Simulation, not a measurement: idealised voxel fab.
Module name: voxel transistor to metal (process module)
Cross-section cut spans 285 nm and uses square cells 5 nm in size.
A cross-section is a grid of square cells, given in bands from the top down. A band is one or more rows of cells.
The entry gives the band's vertical extent as a top height and a bottom height in nm, then its horizontal make-up as materials from left to right, each with a width in nm. "air" stands for empty space; a single material marked "all across" fills the band edge to edge.
It should be noted that heights are counted from 0, beneath which the wafer as supplied is of one material throughout, and that the lowest band possesses no lower boundary but continues downward, as written in "z 0 and below".
The two numbers in a width such as "30 to 40" mark its ends across the band: the first belongs to the top row of cells, the second to the bottom row, and from each row to the next the width moves by the same amount.
"nothing was modified" means the step left every cell of the cross-section as it was.
Each empty space that has no open way to the top and spans at least 8 cells appears under "Unvented voids" as width x height at distance, the distance counted from the left edge, all in nm.
Whatever follows a step's settings on its line is a remark the simulator itself makes about that step.
overlay nm: mask right of planned place by this much (step with mask). Neg. = left.

### This section lists the process steps that were planned
1: RECEIVE (material Si)
2: OXIDIZE (depth nm 5)
3: CONFORMAL_DEP (material SiN; thk nm 15)
4: DIRECTIONAL_DEP (material aC; thk nm 10)
5: PATTERN (tone cover; mask id ACTIVE; material resist; width nm 105; pitch nm 130; thk nm 30; overlay nm 0)
6: DIRECTIONAL_ETCH (etch materials aC; depth nm 10)
7: STRIP (etch materials resist)
8: DIRECTIONAL_ETCH (etch materials SiN; depth nm 15)
9: DIRECTIONAL_ETCH (etch materials SiO2; depth nm 5)
10: DIRECTIONAL_ETCH (etch materials Si; depth nm 25)
11: STRIP (etch materials aC)
12: FILL_DEP (material SiO2; thk nm 15)
13: CMP (height nm 15)
14: SELECTIVE_ETCH (etch materials SiO2; depth nm 5)
15: STRIP (etch materials SiN)
16: SELECTIVE_ETCH (etch materials SiO2; depth nm 5)
17: OXIDIZE (depth nm 5)
18: DIRECTIONAL_DEP (material polySi; thk nm 30)
19: DIRECTIONAL_DEP (material SiCN; thk nm 15)
20: MASKED_ETCH (tone cover; mask id GATE; width nm 35; pitch nm 130; etch materials SiCN; depth nm 25; overlay nm 0)
21: MASKED_ETCH (tone cover; mask id GATE; width nm 35; pitch nm 130; etch materials polySi; depth nm 40; overlay nm 0)
22: CONFORMAL_DEP (material SiN; thk nm 10)
23: DIRECTIONAL_ETCH (etch materials SiN; depth nm 10)
24: DIRECTIONAL_ETCH (etch materials SiO2; depth nm 5)
25: DIRECTIONAL_ETCH (etch materials Si; depth nm 15)
26: EPI (material SiGe; thk nm 20)
27: FILL_DEP (material SiO2; thk nm 10)
28: CMP (height nm 25)
29: STRIP (etch materials polySi)
30: SELECTIVE_ETCH (etch materials SiO2; depth nm 5)
31: CONFORMAL_DEP (material HfO2; thk nm 5)
32: CONFORMAL_DEP (material TiN; thk nm 5)
33: FILL_DEP (material W; thk nm 5)
34: CMP (height nm 20)
35: DIRECTIONAL_DEP (material SiO2; thk nm 10)
36: PATTERN (tone open; mask id CONTACT; material resist; width nm 15; thk nm 15; overlay nm 0)
37: DIRECTIONAL_ETCH (etch materials SiO2; depth nm 20)
38: STRIP (etch materials resist)
39: CONFORMAL_DEP (material TiN; thk nm 5)
40: FILL_DEP (material Ru; thk nm 10)
41: CMP (height nm 30)
42: DIRECTIONAL_DEP (material TiN; thk nm 5)
43: DIRECTIONAL_DEP (material W; thk nm 15)
44: DIRECTIONAL_DEP (material aC; thk nm 15)
45: PATTERN (tone cover; mask id METAL_1; material resist; width nm 15; thk nm 30; overlay nm 0)
46: DIRECTIONAL_ETCH (etch materials aC; depth nm 15)
47: STRIP (etch materials resist)
48: DIRECTIONAL_ETCH (etch materials W; depth nm 15)
49: DIRECTIONAL_ETCH (etch materials TiN; depth nm 5)
50: STRIP (etch materials aC)
51: FILL_DEP (material SiO2; thk nm 5)
52: CMP (height nm 50)
53: CONFORMAL_DEP (material SiCN; thk nm 5)
54: DIRECTIONAL_DEP (material lowk; thk nm 25)
55: MASKED_ETCH (tone open; mask id METAL_2; width nm 15; pitch nm 130; etch materials lowk; depth nm 15; overlay nm 0)
56: DIRECTIONAL_DEP (material aC; thk nm 15)
57: PATTERN (tone open; mask id METAL_2_HOLES; material resist; width nm 15; pitch nm 130; thk nm 30; overlay nm 0)
58: DIRECTIONAL_ETCH (etch materials aC; depth nm 15)
59: STRIP (etch materials resist)
60: DIRECTIONAL_ETCH (etch materials lowk; depth nm 10)
61: DIRECTIONAL_ETCH (etch materials SiCN; depth nm 5)
62: STRIP (etch materials aC)
63: CONFORMAL_DEP (material TiN; thk nm 5)
64: FILL_DEP (material Cu; thk nm 5)
65: CMP (height nm 80)
66: CONFORMAL_DEP (material SiCN; thk nm 5)

### Cross-section: wafer on arrival = after step 1
z 0 and below = Si all across
Unvented voids: none

### Here's the cross-section of the first of our two wafers at the end of the module - it ran as planned
z 85 to 80 = SiCN all across
z 80 to 55 = lowk 30 | TiN 5 | Cu 5 | TiN 5 | lowk 115 | TiN 5 | Cu 5 | TiN 5 | lowk 110
z 55 to 50 = SiCN 30 | TiN 15 | SiCN 115 | TiN 15 | SiCN 110
z 50 to 35 = SiO2 30 | W 15 | SiO2 65 | W 15 | SiO2 35 | W 15 | SiO2 65 | W 15 | SiO2 30
z 35 to 30 = SiO2 30 | TiN 15 | SiO2 65 | TiN 15 | SiO2 35 | TiN 15 | SiO2 65 | TiN 15 | SiO2 30
z 30 to 20 = SiO2 30 | TiN 5 | Ru 5 | TiN 5 | SiO2 65 | TiN 5 | Ru 5 | TiN 5 | SiO2 35 | TiN 5 | Ru 5 | TiN 5 | SiO2 65 | TiN 5 | Ru 5 | TiN 5 | SiO2 30
z 20 to 15 = SiO2 30 | TiN 5 | Ru 5 | TiN 5 | SiO2 5 | SiN 10 | HfO2 5 | TiN 5 | W 15 | TiN 5 | HfO2 5 | SiN 10 | SiO2 5 | TiN 5 | Ru 5 | TiN 5 | SiO2 35 | TiN 5 | Ru 5 | TiN 5 | SiO2 5 | SiN 10 | HfO2 5 | TiN 5 | W 15 | TiN 5 | HfO2 5 | SiN 10 | SiO2 5 | TiN 5 | Ru 5 | TiN 5 | SiO2 30
z 15 to 10 = SiO2 30 | TiN 15 | SiO2 5 | SiN 10 | HfO2 5 | TiN 5 | W 15 | TiN 5 | HfO2 5 | SiN 10 | SiO2 5 | TiN 15 | SiO2 35 | TiN 15 | SiO2 5 | SiN 10 | HfO2 5 | TiN 5 | W 15 | TiN 5 | HfO2 5 | SiN 10 | SiO2 5 | TiN 15 | SiO2 30
z 10 to 5 = SiO2 25 | SiGe 25 | SiN 10 | HfO2 5 | TiN 5 | W 15 | TiN 5 | HfO2 5 | SiN 10 | SiGe 25 | SiO2 25 | SiGe 25 | SiN 10 | HfO2 5 | TiN 5 | W 15 | TiN 5 | HfO2 5 | SiN 10 | SiGe 25 | SiO2 25
z 5 to 0 = SiO2 20 | SiN 10 | SiGe 20 | SiN 10 | HfO2 5 | TiN 5 | W 15 | TiN 5 | HfO2 5 | SiN 10 | SiGe 20 | SiN 10 | SiO2 15 | SiN 10 | SiGe 20 | SiN 10 | HfO2 5 | TiN 5 | W 15 | TiN 5 | HfO2 5 | SiN 10 | SiGe 20 | SiN 10 | SiO2 20
z 0 to -5 = SiO2 20 | SiN 10 | SiGe 20 | SiN 10 | HfO2 5 | TiN 25 | HfO2 5 | SiN 10 | SiGe 20 | SiN 10 | SiO2 15 | SiN 10 | SiGe 20 | SiN 10 | HfO2 5 | TiN 25 | HfO2 5 | SiN 10 | SiGe 20 | SiN 10 | SiO2 20
z -5 to -10 = SiO2 30 | SiGe 20 | SiO2 5 | HfO2 45 | SiO2 5 | SiGe 20 | SiO2 35 | SiGe 20 | SiO2 5 | HfO2 45 | SiO2 5 | SiGe 20 | SiO2 30
z -10 to -25 = SiO2 25 | Si 5 | SiGe 20 | Si 55 | SiGe 20 | Si 5 | SiO2 25 | Si 5 | SiGe 20 | Si 55 | SiGe 20 | Si 5 | SiO2 25
z -25 to -30 = SiO2 25 | Si 105 | SiO2 25 | Si 105 | SiO2 25
z -30 and below = Si all across
Unvented voids: none

### second wafer at the end: like start, like plan, one mistake
z 85 to 80 = SiCN all across
z 80 to 55 = lowk 30 | TiN 5 | Cu 5 | TiN 5 | lowk 115 | TiN 5 | Cu 5 | TiN 5 | lowk 110
z 55 to 50 = SiCN 30 | TiN 15 | SiCN 115 | TiN 15 | SiCN 110
z 50 to 35 = SiO2 30 | W 15 | SiO2 65 | W 15 | SiO2 35 | W 15 | SiO2 65 | W 15 | SiO2 30
z 35 to 30 = SiO2 30 | TiN 15 | SiO2 65 | TiN 15 | SiO2 35 | TiN 15 | SiO2 65 | TiN 15 | SiO2 30
z 30 to 20 = SiO2 30 | TiN 5 | Ru 5 | TiN 5 | SiO2 65 | TiN 5 | Ru 5 | TiN 5 | SiO2 35 | TiN 5 | Ru 5 | TiN 5 | SiO2 65 | TiN 5 | Ru 5 | TiN 5 | SiO2 30
z 20 to 15 = SiO2 30 | TiN 5 | Ru 5 | TiN 5 | SiO2 5 | SiN 10 | HfO2 5 | TiN 5 | W 15 | TiN 5 | HfO2 5 | SiN 10 | SiO2 5 | TiN 5 | Ru 5 | TiN 5 | SiO2 35 | TiN 5 | Ru 5 | TiN 5 | SiO2 5 | SiN 10 | HfO2 5 | TiN 5 | W 15 | TiN 5 | HfO2 5 | SiN 10 | SiO2 5 | TiN 5 | Ru 5 | TiN 5 | SiO2 30
z 15 to 10 = SiO2 30 | TiN 15 | SiO2 5 | SiN 10 | HfO2 5 | TiN 5 | W 15 | TiN 5 | HfO2 5 | SiN 10 | SiO2 5 | TiN 15 | SiO2 35 | TiN 15 | SiO2 5 | SiN 10 | HfO2 5 | TiN 5 | W 15 | TiN 5 | HfO2 5 | SiN 10 | SiO2 5 | TiN 15 | SiO2 30
z 10 to 5 = SiO2 25 | SiGe 25 | SiN 10 | HfO2 5 | TiN 5 | W 15 | TiN 5 | HfO2 5 | SiN 10 | SiGe 25 | SiO2 25 | SiGe 25 | SiN 10 | HfO2 5 | TiN 5 | W 15 | TiN 5 | HfO2 5 | SiN 10 | SiGe 25 | SiO2 25
z 5 to 0 = SiO2 20 | SiN 10 | SiGe 20 | SiN 10 | HfO2 5 | TiN 5 | W 15 | TiN 5 | HfO2 5 | SiN 10 | SiGe 20 | SiN 10 | SiO2 15 | SiN 10 | SiGe 20 | SiN 10 | HfO2 5 | TiN 5 | W 15 | TiN 5 | HfO2 5 | SiN 10 | SiGe 20 | SiN 10 | SiO2 20
z 0 to -5 = SiO2 20 | SiN 10 | SiGe 20 | SiN 10 | HfO2 5 | TiN 25 | HfO2 5 | SiN 10 | SiGe 20 | SiN 10 | SiO2 15 | SiN 10 | SiGe 20 | SiN 10 | HfO2 5 | TiN 25 | HfO2 5 | SiN 10 | SiGe 20 | SiN 10 | SiO2 20
z -5 to -10 = SiO2 30 | SiGe 20 | SiO2 5 | HfO2 45 | SiO2 5 | SiGe 20 | SiO2 35 | SiGe 20 | SiO2 5 | HfO2 45 | SiO2 5 | SiGe 20 | SiO2 30
z -10 to -30 = SiO2 25 | Si 5 | SiGe 20 | Si 55 | SiGe 20 | Si 5 | SiO2 25 | Si 5 | SiGe 20 | Si 55 | SiGe 20 | Si 5 | SiO2 25
z -30 to -40 = Si 30 | SiGe 20 | Si 55 | SiGe 20 | Si 35 | SiGe 20 | Si 55 | SiGe 20 | Si 30
z -40 and below = Si all across
Unvented voids: none
Run error: step 25, plan: ran twice
Bottom line after processing is that, in cells, the second wafer is up or down on some materials versus the first: Si: 48 fewer, SiGe: 48 more
